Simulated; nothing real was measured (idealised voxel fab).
process module | voxel ribs on slabs
cross-section cut | 150 nm wide | cells 5 nm
A cross-section is a grid of square cells, given in bands from the top down. A band is one or more rows of cells.
Each band's line starts with the height of the band's top and of its bottom, in nm. Then come its materials from left to right, each with its width in nm. One material with "throughout" fills the band from edge to edge. "air" is empty space.
Height 0 is the level under which the wafer as received is all one material. The lowest band goes on downwards, as in "0 down".
A width such as "30 to 40" changes by the same amount from each row of cells to the next, from the band's top row to its bottom row.
"no change" after a step means that no cell of the cross-section changed.
closed voids: empty space of 8 cells or more with no open way to the top, each as width x height at its distance from the left edge, in nm
after a step's settings: what the simulator itself notes on the step
overlay nm, on a step with a mask: how far to the right of its planned place the mask lay; to the left if negative
plan
1 op RECEIVE | material Si
2 op DIRECTIONAL_DEP | material SiO2 | thk nm 25
3 op DIRECTIONAL_DEP | material polySi | thk nm 25
4 op DIRECTIONAL_DEP | material aC | thk nm 10
5 op PATTERN | tone cover | mask id RIB | material resist | width nm 25 | thk nm 25 | overlay nm 0
6 op DIRECTIONAL_ETCH | etch materials aC | depth nm 10
7 op STRIP | etch materials resist
8 op DIRECTIONAL_ETCH | etch materials polySi | depth nm 10
9 op STRIP | etch materials aC
10 op MASKED_ETCH | tone cover | mask id SLAB | width nm 55 | etch materials polySi | depth nm 15 | overlay nm 0
11 op FILL_DEP | material SiO2 | thk nm 15
12 op CMP | height nm 60
13 op DIRECTIONAL_DEP | material W | thk nm 5
14 op DIRECTIONAL_DEP | material aC | thk nm 10
15 op PATTERN | tone cover | mask id HEATER | material resist | width nm 35 | thk nm 30 | overlay nm 0
16 op DIRECTIONAL_ETCH | etch materials aC | depth nm 10
17 op STRIP | etch materials resist
18 op DIRECTIONAL_ETCH | etch materials W | depth nm 5
19 op STRIP | etch materials aC
20 op CONFORMAL_DEP | material SiN | thk nm 5
as received, after step 1
  0 down: Si throughout
  closed voids: none
first wafer at the end, as planned
  70 to 65: air 50 | SiN 45 | air 55
  65 to 60: SiN 55 | W 35 | SiN 60
  60 to 50: SiO2 throughout
  50 to 40: SiO2 60 | polySi 25 | SiO2 65
  40 to 25: SiO2 45 | polySi 55 | SiO2 50
  25 to 0: SiO2 throughout
  0 down: Si throughout
  closed voids: none
second wafer at the end: like start, like plan, one mistake
  70 to 60: SiN throughout
  60 to 50: SiO2 throughout
  50 to 40: SiO2 60 | polySi 25 | SiO2 65
  40 to 25: SiO2 45 | polySi 55 | SiO2 50
  25 to 0: SiO2 throughout
  0 down: Si throughout
  closed voids: none
what went wrong: step 13 ran as: op DIRECTIONAL_DEP | material SiN | thk nm 5
at the end the second wafer has, in cells: 28 more of SiN | 7 fewer of W
